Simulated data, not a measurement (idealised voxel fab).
voxel wiring stack: a process module
FYI the section here is cut, 295 nm wide, cells are 5 nm squares.
Notation: cross-section as square-cell grid; stated in bands, top first, going down; one or more cell rows per band. It is stipulated that each band's entry specify, in nanometres, the height of the top of the band and then that of its bottom, followed by the materials of the band in left-to-right sequence, each together with its width in nanometres. A single material marked by the word "throughout" is understood to fill the band from edge to edge; the word "blank" is understood to denote empty space. All heights in this document are referenced to 0, defined as the level beneath which the wafer, as received, consists entirely of one material. The lowest band is not bounded below; it extends indefinitely downward and is written in the form "0..down". Width: "30 to 40" (first number = top row, second number = bottom row, same change from row to row of cells). "nothing changed", as given for a step, is the statement that not any cell of the cross-section underwent a change during that step. "Completely enclosed voids": empty spaces of 8 cells or more with no open way to the top, each given as width x height at distance, distance from the left edge, all in nm. Where a step's line continues beyond its settings, the continuation is a remark by the simulator itself on that step. The optional step-line setting "overlay nm" applies to steps with a mask and quantifies how far to the right of its planned location the mask lay, a negative value indicating leftward placement.

Planned process steps:
| 1 | op RECEIVE | material Si |
| 2 | op CONFORMAL_DEP | material SiO2 | thk nm 10 |
| 3 | op DIRECTIONAL_DEP | material TiN | thk nm 5 |
| 4 | op DIRECTIONAL_DEP | material Ru | thk nm 20 |
| 5 | op PATTERN | tone cover | mask id METAL_1 | material resist | width nm 30 | pitch nm 50 | thk nm 15 | overlay nm 0 |
| 6 | op DIRECTIONAL_ETCH | etch materials Ru | depth nm 20 |
| 7 | op DIRECTIONAL_ETCH | etch materials TiN | depth nm 5 |
| 8 | op STRIP | etch materials resist |
| 9 | op FILL_DEP | material lowk | thk nm 10 |
| 10 | op CMP | height nm 35 |
| 11 | op CONFORMAL_DEP | material SiCN | thk nm 5 |
| 12 | op DIRECTIONAL_DEP | material lowk | thk nm 20 |
| 13 | op PATTERN | tone open | mask id PLUG_1 | material resist | width nm 15 | pitch nm 50 | thk nm 20 | overlay nm 0 |
| 14 | op DIRECTIONAL_ETCH | etch materials lowk | depth nm 20 |
| 15 | op DIRECTIONAL_ETCH | etch materials SiCN | depth nm 5 |
| 16 | op STRIP | etch materials resist |
| 17 | op EPI | material Ru | thk nm 10 |
| 18 | op EPI | material Ru | thk nm 10 |
| 19 | op EPI | material Ru | thk nm 5 |
| 20 | op DIRECTIONAL_DEP | material TiN | thk nm 5 |
| 21 | op DIRECTIONAL_DEP | material W | thk nm 20 |
| 22 | op MASKED_ETCH | tone cover | mask id METAL_2 | width nm 20 | pitch nm 50 | etch materials W | depth nm 20 | overlay nm 0 |
| 23 | op MASKED_ETCH | tone cover | mask id METAL_2 | width nm 30 | pitch nm 50 | etch materials TiN | depth nm 5 | overlay nm 0 |
| 24 | op CONFORMAL_DEP | material SiN | thk nm 5 |
| 25 | op FILL_DEP | material SiO2 | thk nm 10 |
| 26 | op CMP | height nm 85 |
| 27 | op CONFORMAL_DEP | material SiCN | thk nm 5 |
Where the wafers of this document differ is in the width nm of step 22; they start out the same, and the plan states the value that applied to the first wafer.

Cross-section of the first incoming wafer of several, state after step 1:
> 0..down  Si throughout
> Completely enclosed voids: none

Tabulated below, wafer by wafer, are the end-of-module results: for each material, the number of cells gained (+) or lost (-) relative to the as-received state, followed by the closed voids:
width nm 20 | +117 Ru | +109 SiCN | +71 SiN | +276 SiO2 | +36 TiN | +48 W | +405 lowk | Completely enclosed voids: none
width nm 25 | +117 Ru | +109 SiCN | +68 SiN | +267 SiO2 | +36 TiN | +60 W | +405 lowk | Completely enclosed voids: none
width nm 30 | +117 Ru | +109 SiCN | +65 SiN | +258 SiO2 | +36 TiN | +72 W | +405 lowk | Completely enclosed voids: none
width nm 35 | +117 Ru | +109 SiCN | +62 SiN | +246 SiO2 | +39 TiN | +84 W | +405 lowk | Completely enclosed voids: none
